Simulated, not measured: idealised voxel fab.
process module | voxel lift off
cross-section cut | 270 nm wide | cells 5 nm
A cross-section is a grid of square cells, given in bands from the top down. A band is one or more rows of cells.
Each band's line starts with the height of the band's top and of its bottom, in nm. Then come its materials from left to right, each with its width in nm. One material with "throughout" fills the band from edge to edge. "air" is empty space.
Height 0 is the level under which the wafer as received is all one material. The lowest band goes on downwards, as in "0 down".
A width such as "30 to 40" changes by the same amount from each row of cells to the next, from the band's top row to its bottom row.
"no change" after a step means that no cell of the cross-section changed.
closed voids: empty space of 8 cells or more with no open way to the top, each as width x height at its distance from the left edge, in nm
after a step's settings: what the simulator itself notes on the step
overlay nm, on a step with a mask: how far to the right of its planned place the mask lay; to the left if negative
plan
1 op RECEIVE | material Si
2 op CONFORMAL_DEP | material SiO2 | thk nm 5
3 op PATTERN | tone open | mask id LINES | material resist | width nm 25 | pitch nm 50 | thk nm 30 | overlay nm 0
4 op DIRECTIONAL_DEP | material Ru | thk nm 15
5 op STRIP | etch materials resist
6 op CONFORMAL_DEP | material SiO2 | thk nm 10
as received, after step 1
  0 down: Si throughout
  closed voids: none
a wafer at the end: this start, this plan, one mistake
  30 to 20: air 35 | SiO2 45 | air 5 | SiO2 45 | air 5 | SiO2 45 | air 5 | SiO2 45 | air 40
  20 to 15: air 35 | SiO2 10 | Ru 25 | SiO2 10 | air 5 | SiO2 10 | Ru 25 | SiO2 10 | air 5 | SiO2 10 | Ru 25 | SiO2 10 | air 5 | SiO2 10 | Ru 25 | SiO2 10 | air 40
  15 to 5: SiO2 45 | Ru 25 | SiO2 25 | Ru 25 | SiO2 25 | Ru 25 | SiO2 25 | Ru 25 | SiO2 50
  5 to 0: Ru throughout
  0 down: Si throughout
  closed voids: none
what went wrong: step 2 ran as: op CONFORMAL_DEP | material Ru | thk nm 5
